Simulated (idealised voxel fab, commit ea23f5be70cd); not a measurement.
The document below concerns the process module designated voxel self aligned vias.
Each square cell in cross-section cut measures 5 nm, and the section as a whole is 240 nm wide.
Think of the cross-section as a grid of square cells. We describe it in bands, top to bottom, and each band covers one or more rows of those cells.
What a band's entry tells you: where the top is and where the bottom is, as heights in nm, and after that what lies inside, material by material from left to right, each with its width in nm. Empty space is written as the word "blank", and a single material marked with the word "edge to edge" occupies the band from edge to edge.
Heights are expressed relative to 0, this being the level below which the as-received wafer comprises one material exclusively. The lowest band is unbounded in the downward direction and is denoted as in "z 0 and below".
You'd read "30->40" like this: the band's top row of cells is as wide as the first number, its bottom row is as wide as the second, and going down, every row changes width by the same amount as the row before did.
For the purposes of this document, the phrase "nothing changed" attached to a step denotes that no cell within the cross-section was modified by that step.
In "Closed void inventory" the enclosed voids are listed, meaning empty spaces of 8 cells or larger without any opening to the top. The form is width x height at distance, distance from the left edge, units nm.
Anything after a step's settings on that line? It's the simulator's own note about the step.
The line of a step may include "overlay nm". On a step with a mask, this value is how far to the right of its planned place the mask lay. A negative value means the mask lay to the left.

THESE ARE THE STEPS WE PLANNED FOR THE PROCESS
| 1 | op RECEIVE | material Si |
| 2 | op CONFORMAL_DEP | material SiO2 | thk nm 15 |
| 3 | op CONFORMAL_DEP | material SiCN | thk nm 5 |
| 4 | op DIRECTIONAL_DEP | material lowk | thk nm 25 |
| 5 | op MASKED_ETCH | tone open | mask id LINES | width nm 30 | pitch nm 65 | etch materials lowk | depth nm 25 | overlay nm 0 |
| 6 | op CONFORMAL_DEP | material TiN | thk nm 5 |
| 7 | op FILL_DEP | material W | thk nm 10 |
| 8 | op CMP | height nm 45 |
| 9 | op SELECTIVE_ETCH | etch materials W Ru TiN | depth nm 10 |
| 10 | op FILL_DEP | material SiN | thk nm 5 |
| 11 | op CMP | height nm 45 |
| 12 | op DIRECTIONAL_DEP | material lowk | thk nm 20 |
| 13 | op PATTERN | tone open | mask id VIAS | material resist | width nm 40 | pitch nm 65 | thk nm 15 | overlay nm 0 |
| 14 | op DIRECTIONAL_ETCH | etch materials lowk | depth nm 20 |
| 15 | op DIRECTIONAL_ETCH | etch materials SiN | depth nm 10 |
| 16 | op STRIP | etch materials resist |
| 17 | op CONFORMAL_DEP | material TiN | thk nm 5 |
| 18 | op FILL_DEP | material Cu | thk nm 5 |
| 19 | op CMP | height nm 65 |
| 20 | op CONFORMAL_DEP | material SiCN | thk nm 5 |

THE FIRST OF TWO WAFERS, RUN AS PLANNED

HERE'S WHAT THE WAFER LOOKED LIKE IN CROSS-SECTION WHEN IT ARRIVED - THAT'S AFTER STEP 1
	z 0 and below  Si edge to edge
	Closed void inventory: none

TAKE A LOOK AT THE WAFER'S CROSS-SECTION AFTER STEP 2
	z 15 to 0  SiO2 edge to edge
	At heights below 0, the structure remains unaltered.

TAKE A LOOK AT THE WAFER'S CROSS-SECTION AFTER STEP 3
	z 20 to 15  SiCN edge to edge
	At heights below 15, the structure remains unaltered.

TAKE A LOOK AT THE WAFER'S CROSS-SECTION AFTER STEP 4
	z 45 to 20  lowk edge to edge
	At heights below 20, the structure remains unaltered.

TAKE A LOOK AT THE WAFER'S CROSS-SECTION AFTER STEP 5
	z 45 to 20  lowk: 40, blank: 30, lowk: 35, blank: 30, lowk: 35, blank: 30, lowk: 40
	At heights below 20, the structure remains unaltered.

TAKE A LOOK AT THE WAFER'S CROSS-SECTION AFTER STEP 6
	z 50 to 45  TiN: 45, blank: 20, TiN: 45, blank: 20, TiN: 45, blank: 20, TiN: 45
	z 45 to 25  lowk: 40, TiN: 5, blank: 20, TiN: 5, lowk: 35, TiN: 5, blank: 20, TiN: 5, lowk: 35, TiN: 5, blank: 20, TiN: 5, lowk: 40
	z 25 to 20  lowk: 40, TiN: 30, lowk: 35, TiN: 30, lowk: 35, TiN: 30, lowk: 40
	At heights below 20, the structure remains unaltered.

TAKE A LOOK AT THE WAFER'S CROSS-SECTION AFTER STEP 7
	z 60 to 50  W edge to edge
	z 50 to 45  TiN: 45, W: 20, TiN: 45, W: 20, TiN: 45, W: 20, TiN: 45
	z 45 to 25  lowk: 40, TiN: 5, W: 20, TiN: 5, lowk: 35, TiN: 5, W: 20, TiN: 5, lowk: 35, TiN: 5, W: 20, TiN: 5, lowk: 40
	At heights below 25, the structure remains unaltered.

TAKE A LOOK AT THE WAFER'S CROSS-SECTION AFTER STEP 8
	z 45 to 25  lowk: 40, TiN: 5, W: 20, TiN: 5, lowk: 35, TiN: 5, W: 20, TiN: 5, lowk: 35, TiN: 5, W: 20, TiN: 5, lowk: 40
	At heights below 25, the structure remains unaltered.

TAKE A LOOK AT THE WAFER'S CROSS-SECTION AFTER STEP 9
	z 45 to 35  lowk: 40, blank: 30, lowk: 35, blank: 30, lowk: 35, blank: 30, lowk: 40
	At heights below 35, the structure remains unaltered.

TAKE A LOOK AT THE WAFER'S CROSS-SECTION AFTER STEP 10
	z 50 to 45  SiN edge to edge
	z 45 to 35  lowk: 40, SiN: 30, lowk: 35, SiN: 30, lowk: 35, SiN: 30, lowk: 40
	At heights below 35, the structure remains unaltered.

TAKE A LOOK AT THE WAFER'S CROSS-SECTION AFTER STEP 11
	z 45 to 35  lowk: 40, SiN: 30, lowk: 35, SiN: 30, lowk: 35, SiN: 30, lowk: 40
	At heights below 35, the structure remains unaltered.

TAKE A LOOK AT THE WAFER'S CROSS-SECTION AFTER STEP 12
	z 65 to 45  lowk edge to edge
	At heights below 45, the structure remains unaltered.

TAKE A LOOK AT THE WAFER'S CROSS-SECTION AFTER STEP 13
	z 80 to 65  resist: 35, blank: 40, resist: 25, blank: 40, resist: 25, blank: 40, resist: 35
	At heights below 65, the structure remains unaltered.

TAKE A LOOK AT THE WAFER'S CROSS-SECTION AFTER STEP 14
	z 80 to 65  resist: 35, blank: 40, resist: 25, blank: 40, resist: 25, blank: 40, resist: 35
	z 65 to 45  lowk: 35, blank: 40, lowk: 25, blank: 40, lowk: 25, blank: 40, lowk: 35
	At heights below 45, the structure remains unaltered.

TAKE A LOOK AT THE WAFER'S CROSS-SECTION AFTER STEP 15
	z 80 to 65  resist: 35, blank: 40, resist: 25, blank: 40, resist: 25, blank: 40, resist: 35
	z 65 to 45  lowk: 35, blank: 40, lowk: 25, blank: 40, lowk: 25, blank: 40, lowk: 35
	z 45 to 35  lowk: 40, blank: 30, lowk: 35, blank: 30, lowk: 35, blank: 30, lowk: 40
	At heights below 35, the structure remains unaltered.

TAKE A LOOK AT THE WAFER'S CROSS-SECTION AFTER STEP 16
	z 65 to 45  lowk: 35, blank: 40, lowk: 25, blank: 40, lowk: 25, blank: 40, lowk: 35
	At heights below 45, the structure remains unaltered.

TAKE A LOOK AT THE WAFER'S CROSS-SECTION AFTER STEP 17
	z 70 to 65  TiN: 40, blank: 30, TiN: 35, blank: 30, TiN: 35, blank: 30, TiN: 40
	z 65 to 50  lowk: 35, TiN: 5, blank: 30, TiN: 5, lowk: 25, TiN: 5, blank: 30, TiN: 5, lowk: 25, TiN: 5, blank: 30, TiN: 5, lowk: 35
	z 50 to 40  lowk: 35->40, TiN: 10->5, blank: 20, TiN: 10->5, lowk: 25->35, TiN: 10->5, blank: 20, TiN: 10->5, lowk: 25->35, TiN: 10->5, blank: 20, TiN: 10->5, lowk: 35->40
	z 40 to 35  lowk: 40, TiN: 30, lowk: 35, TiN: 30, lowk: 35, TiN: 30, lowk: 40
	At heights below 35, the structure remains unaltered.

TAKE A LOOK AT THE WAFER'S CROSS-SECTION AFTER STEP 18
	z 75 to 70  Cu edge to edge
	z 70 to 65  TiN: 40, Cu: 30, TiN: 35, Cu: 30, TiN: 35, Cu: 30, TiN: 40
	z 65 to 50  lowk: 35, TiN: 5, Cu: 30, TiN: 5, lowk: 25, TiN: 5, Cu: 30, TiN: 5, lowk: 25, TiN: 5, Cu: 30, TiN: 5, lowk: 35
	z 50 to 40  lowk: 35->40, TiN: 10->5, Cu: 20, TiN: 10->5, lowk: 25->35, TiN: 10->5, Cu: 20, TiN: 10->5, lowk: 25->35, TiN: 10->5, Cu: 20, TiN: 10->5, lowk: 35->40
	At heights below 40, the structure remains unaltered.

TAKE A LOOK AT THE WAFER'S CROSS-SECTION AFTER STEP 19
	z 65 to 50  lowk: 35, TiN: 5, Cu: 30, TiN: 5, lowk: 25, TiN: 5, Cu: 30, TiN: 5, lowk: 25, TiN: 5, Cu: 30, TiN: 5, lowk: 35
	At heights below 50, the structure remains unaltered.

TAKE A LOOK AT THE WAFER'S CROSS-SECTION AFTER STEP 20
	z 70 to 65  SiCN edge to edge
	At heights below 65, the structure remains unaltered.

REGARDING THE SECOND OF THE TWO WAFERS: IT SHARED THE FIRST WAFER'S STARTING CONDITION AND PROCESS PLAN, YET ONE ERROR OCCURRED DURING ITS EXECUTION. ITS HISTORY COINCIDES WITH THAT OF THE FIRST WAFER UP TO AND INCLUDING STEP 12

SECOND WAFER, CROSS-SECTION, PLANNED END OF STEP 13
	z 80 to 65  resist: 25, blank: 40, resist: 25, blank: 40, resist: 25, blank: 40, resist: 45
	At heights below 65, the structure remains unaltered.

SECOND WAFER, CROSS-SECTION, PLANNED END OF STEP 14
	z 80 to 65  resist: 25, blank: 40, resist: 25, blank: 40, resist: 25, blank: 40, resist: 45
	z 65 to 45  lowk: 25, blank: 40, lowk: 25, blank: 40, lowk: 25, blank: 40, lowk: 45
	At heights below 45, the structure remains unaltered.

SECOND WAFER, CROSS-SECTION, PLANNED END OF STEP 15
	z 80 to 65  resist: 25, blank: 40, resist: 25, blank: 40, resist: 25, blank: 40, resist: 45
	z 65 to 45  lowk: 25, blank: 40, lowk: 25, blank: 40, lowk: 25, blank: 40, lowk: 45
	z 45 to 35  lowk: 40, blank: 25, SiN: 5, lowk: 35, blank: 25, SiN: 5, lowk: 35, blank: 25, SiN: 5, lowk: 40
	At heights below 35, the structure remains unaltered.

SECOND WAFER, CROSS-SECTION, PLANNED END OF STEP 16
	z 65 to 45  lowk: 25, blank: 40, lowk: 25, blank: 40, lowk: 25, blank: 40, lowk: 45
	At heights below 45, the structure remains unaltered.

SECOND WAFER, CROSS-SECTION, PLANNED END OF STEP 17
	z 70 to 65  TiN: 30, blank: 30, TiN: 35, blank: 30, TiN: 35, blank: 30, TiN: 50
	z 65 to 50  lowk: 25, TiN: 5, blank: 30, TiN: 5, lowk: 25, TiN: 5, blank: 30, TiN: 5, lowk: 25, TiN: 5, blank: 30, TiN: 5, lowk: 45
	z 50 to 45  lowk: 25, TiN: 20, blank: 15, TiN: 5, lowk: 25, TiN: 20, blank: 15, TiN: 5, lowk: 25, TiN: 20, blank: 15, TiN: 5, lowk: 45
	z 45 to 40  lowk: 40, TiN: 5, blank: 15, TiN: 5, SiN: 5, lowk: 35, TiN: 5, blank: 15, TiN: 5, SiN: 5, lowk: 35, TiN: 5, blank: 15, TiN: 5, SiN: 5, lowk: 40
	z 40 to 35  lowk: 40, TiN: 25, SiN: 5, lowk: 35, TiN: 25, SiN: 5, lowk: 35, TiN: 25, SiN: 5, lowk: 40
	At heights below 35, the structure remains unaltered.

SECOND WAFER, CROSS-SECTION, PLANNED END OF STEP 18
	z 75 to 70  Cu edge to edge
	z 70 to 65  TiN: 30, Cu: 30, TiN: 35, Cu: 30, TiN: 35, Cu: 30, TiN: 50
	z 65 to 50  lowk: 25, TiN: 5, Cu: 30, TiN: 5, lowk: 25, TiN: 5, Cu: 30, TiN: 5, lowk: 25, TiN: 5, Cu: 30, TiN: 5, lowk: 45
	z 50 to 45  lowk: 25, TiN: 20, Cu: 15, TiN: 5, lowk: 25, TiN: 20, Cu: 15, TiN: 5, lowk: 25, TiN: 20, Cu: 15, TiN: 5, lowk: 45
	z 45 to 40  lowk: 40, TiN: 5, Cu: 15, TiN: 5, SiN: 5, lowk: 35, TiN: 5, Cu: 15, TiN: 5, SiN: 5, lowk: 35, TiN: 5, Cu: 15, TiN: 5, SiN: 5, lowk: 40
	At heights below 40, the structure remains unaltered.

SECOND WAFER, CROSS-SECTION, PLANNED END OF STEP 19
	z 65 to 50  lowk: 25, TiN: 5, Cu: 30, TiN: 5, lowk: 25, TiN: 5, Cu: 30, TiN: 5, lowk: 25, TiN: 5, Cu: 30, TiN: 5, lowk: 45
	At heights below 50, the structure remains unaltered.

SECOND WAFER, CROSS-SECTION, PLANNED END OF STEP 20
	z 70 to 65  SiCN edge to edge
	At heights below 65, the structure remains unaltered.
What was the processing mistake? step 13 changed vs plan, executed as op PATTERN | tone open | mask id VIAS | material resist | width nm 40 | pitch nm 65 | thk nm 15 | overlay nm -10
Counted in cells at the end, the second wafer holds more or fewer of these materials than the first: Cu -6, SiN +6
